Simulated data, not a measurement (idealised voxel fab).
A process module follows: voxel fin reveal.
Section cut is 205 nm wide and gridded with 5 nm square cells.
We lay out every cross-section as a grid of square cells and spell it out in bands from the top down, where one band means one or more rows of cells. Heights first: top, then bottom, in nm. Then materials, left to right, each with a width in nm. "all across" on a single material: fills the band edge to edge. "air": empty space. Heights from 0 (as-received wafer is one material below). Bottom band endless downward, as "0 -> down". The width entry "30->40" should be interpreted row by row: the top row of cells in the band takes the first number, the bottom row takes the second number, and the change between adjacent rows is uniform throughout. The designation "no alterations made", where it is given for a processing step, indicates that no cell of the cross-section was altered in the course of that step. You'll see "Enclosed void entries" listing empty spaces that have no way open to the top, as long as they're 8 cells or more; the notation is width x height at distance, where the distance is from the left edge, and all of it is in nm. Note: text after step settings on the step line = simulator remark on that step. The setting "overlay nm" may be written on the line of a step. When the step uses a mask, the value reports how far to the right of the planned place the mask lay, and a negative value reports that it lay to the left.

The steps planned for the process are as follows:
1. RECEIVE: material Si
2. CONFORMAL_DEP: material SiN, thk nm 5
3. DIRECTIONAL_DEP: material aC, thk nm 15
4. PATTERN: tone cover, mask id FINS, material resist, width nm 15, pitch nm 40, thk nm 30, overlay nm 0
5. DIRECTIONAL_ETCH: etch materials aC, depth nm 15
6. STRIP: etch materials resist
7. DIRECTIONAL_ETCH: etch materials SiN, depth nm 5
8. DIRECTIONAL_ETCH: etch materials Si, depth nm 40
9. STRIP: etch materials aC
10. OXIDIZE: depth nm 5
11. FILL_DEP: material SiO2, thk nm 15
12. CMP: height nm 5
13. SELECTIVE_ETCH: etch materials SiO2, depth nm 30
14. STRIP: etch materials SiN
15. CONFORMAL_DEP: material HfO2, thk nm 5

Of two wafers, the first: run according to plan:

Shown in cross-section is the wafer as received, that is, as it stands after step 1:
- 0 -> down  Si all across
- Enclosed void entries: none

Wafer xsec, post step 2:
- 5 -> 0  SiN all across
- Below a height of 0, the structure has not been altered.

Wafer xsec, post step 3:
- 20 -> 5  aC all across
- Below a height of 5, the structure has not been altered.

Wafer xsec, post step 4:
- 50 -> 20  air=55  resist=15  air=25  resist=15  air=25  resist=15  air=55
- Below a height of 20, the structure has not been altered.

Wafer xsec, post step 5:
- 35 -> 20  air=55  resist=15  air=25  resist=15  air=25  resist=15  air=55
- 20 -> 5  air=55  aC=15  air=25  aC=15  air=25  aC=15  air=55
- Below a height of 5, the structure has not been altered.

Wafer xsec, post step 6:
- 20 -> 5  air=55  aC=15  air=25  aC=15  air=25  aC=15  air=55
- Below a height of 5, the structure has not been altered.

Wafer xsec, post step 7:
- 20 -> 5  air=55  aC=15  air=25  aC=15  air=25  aC=15  air=55
- 5 -> 0  air=55  SiN=15  air=25  SiN=15  air=25  SiN=15  air=55
- Below a height of 0, the structure has not been altered.

Wafer xsec, post step 8:
- 20 -> 5  air=55  aC=15  air=25  aC=15  air=25  aC=15  air=55
- 5 -> 0  air=55  SiN=15  air=25  SiN=15  air=25  SiN=15  air=55
- 0 -> -40  air=55  Si=15  air=25  Si=15  air=25  Si=15  air=55
- Below a height of -40, the structure has not been altered.

Wafer xsec, post step 9:
- 5 -> 0  air=55  SiN=15  air=25  SiN=15  air=25  SiN=15  air=55
- Below a height of 0, the structure has not been altered.

Wafer xsec, post step 10:
- 5 -> 0  air=55  SiN=15  air=25  SiN=15  air=25  SiN=15  air=55
- 0 -> -40  air=55  SiO2=5  Si=5  SiO2=5  air=25  SiO2=5  Si=5  SiO2=5  air=25  SiO2=5  Si=5  SiO2=5  air=55
- -40 -> -45  SiO2=60  Si=5  SiO2=35  Si=5  SiO2=35  Si=5  SiO2=60
- Below a height of -45, the structure has not been altered.

Wafer xsec, post step 11:
- 20 -> 5  SiO2 all across
- 5 -> 0  SiO2=55  SiN=15  SiO2=25  SiN=15  SiO2=25  SiN=15  SiO2=55
- 0 -> -45  SiO2=60  Si=5  SiO2=35  Si=5  SiO2=35  Si=5  SiO2=60
- Below a height of -45, the structure has not been altered.

Wafer xsec, post step 12:
- 5 -> 0  SiO2=55  SiN=15  SiO2=25  SiN=15  SiO2=25  SiN=15  SiO2=55
- Below a height of 0, the structure has not been altered.

Wafer xsec, post step 13:
- 5 -> 0  air=55  SiN=15  air=25  SiN=15  air=25  SiN=15  air=55
- 0 -> -25  air=60  Si=5  air=35  Si=5  air=35  Si=5  air=60
- Below a height of -25, the structure has not been altered.

Wafer xsec, post step 14:
- 0 -> -25  air=60  Si=5  air=35  Si=5  air=35  Si=5  air=60
- Below a height of -25, the structure has not been altered.

Wafer xsec, post step 15:
- 5 -> 0  air=55  HfO2=15  air=25  HfO2=15  air=25  HfO2=15  air=55
- 0 -> -20  air=55  HfO2=5  Si=5  HfO2=5  air=25  HfO2=5  Si=5  HfO2=5  air=25  HfO2=5  Si=5  HfO2=5  air=55
- -20 -> -25  HfO2=60  Si=5  HfO2=35  Si=5  HfO2=35  Si=5  HfO2=60
- Below a height of -25, the structure has not been altered.

It is to be noted that the second wafer proceeded from the same initial state and according to the same plan as the first, although one mistake was committed in its execution; through step 3, inclusive, the two wafers share an identical history:

Cross-section of the second wafer at the time step 4 of the plan should have ended:
- 50 -> 20  resist=55  air=15  resist=25  air=15  resist=25  air=15  resist=55
- Below a height of 20, the structure has not been altered.

Cross-section of the second wafer at the time step 5 of the plan should have ended:
- 35 -> 20  resist=55  air=15  resist=25  air=15  resist=25  air=15  resist=55
- 20 -> 5  aC=55  air=15  aC=25  air=15  aC=25  air=15  aC=55
- Below a height of 5, the structure has not been altered.

Cross-section of the second wafer at the time step 6 of the plan should have ended:
- 20 -> 5  aC=55  air=15  aC=25  air=15  aC=25  air=15  aC=55
- Below a height of 5, the structure has not been altered.

Cross-section of the second wafer at the time step 7 of the plan should have ended:
- 20 -> 5  aC=55  air=15  aC=25  air=15  aC=25  air=15  aC=55
- 5 -> 0  SiN=55  air=15  SiN=25  air=15  SiN=25  air=15  SiN=55
- Below a height of 0, the structure has not been altered.

Cross-section of the second wafer at the time step 8 of the plan should have ended:
- 20 -> 5  aC=55  air=15  aC=25  air=15  aC=25  air=15  aC=55
- 5 -> 0  SiN=55  air=15  SiN=25  air=15  SiN=25  air=15  SiN=55
- 0 -> -40  Si=55  air=15  Si=25  air=15  Si=25  air=15  Si=55
- Below a height of -40, the structure has not been altered.

Cross-section of the second wafer at the time step 9 of the plan should have ended:
- 5 -> 0  SiN=55  air=15  SiN=25  air=15  SiN=25  air=15  SiN=55
- Below a height of 0, the structure has not been altered.

Cross-section of the second wafer at the time step 10 of the plan should have ended:
- 5 -> 0  SiN=55  air=15  SiN=25  air=15  SiN=25  air=15  SiN=55
- 0 -> -40  Si=50  SiO2=5  air=15  SiO2=5  Si=15  SiO2=5  air=15  SiO2=5  Si=15  SiO2=5  air=15  SiO2=5  Si=50
- -40 -> -45  Si=50  SiO2=25  Si=15  SiO2=25  Si=15  SiO2=25  Si=50
- Below a height of -45, the structure has not been altered.

Cross-section of the second wafer at the time step 11 of the plan should have ended:
- 20 -> 5  SiO2 all across
- 5 -> 0  SiN=55  SiO2=15  SiN=25  SiO2=15  SiN=25  SiO2=15  SiN=55
- 0 -> -45  Si=50  SiO2=25  Si=15  SiO2=25  Si=15  SiO2=25  Si=50
- Below a height of -45, the structure has not been altered.

Cross-section of the second wafer at the time step 12 of the plan should have ended:
- 5 -> 0  SiN=55  SiO2=15  SiN=25  SiO2=15  SiN=25  SiO2=15  SiN=55
- Below a height of 0, the structure has not been altered.

Cross-section of the second wafer at the time step 13 of the plan should have ended:
- 5 -> 0  SiN=55  air=15  SiN=25  air=15  SiN=25  air=15  SiN=55
- 0 -> -25  Si=50  air=25  Si=15  air=25  Si=15  air=25  Si=50
- Below a height of -25, the structure has not been altered.

Cross-section of the second wafer at the time step 14 of the plan should have ended:
- 0 -> -25  Si=50  air=25  Si=15  air=25  Si=15  air=25  Si=50
- Below a height of -25, the structure has not been altered.

Cross-section of the second wafer at the time step 15 of the plan should have ended:
- 5 -> 0  HfO2=55  air=15  HfO2=25  air=15  HfO2=25  air=15  HfO2=55
- 0 -> -20  Si=50  HfO2=5  air=15  HfO2=5  Si=15  HfO2=5  air=15  HfO2=5  Si=15  HfO2=5  air=15  HfO2=5  Si=50
- -20 -> -25  Si=50  HfO2=25  Si=15  HfO2=25  Si=15  HfO2=25  Si=50
- Below a height of -25, the structure has not been altered.
what went wrong: step 4 ran as: PATTERN: tone open, mask id FINS, material resist, width nm 15, pitch nm 40, thk nm 30, overlay nm 0
Heads up, by the end the second wafer has more or fewer cells of some materials compared to the first: +207 Si | -92 SiO2
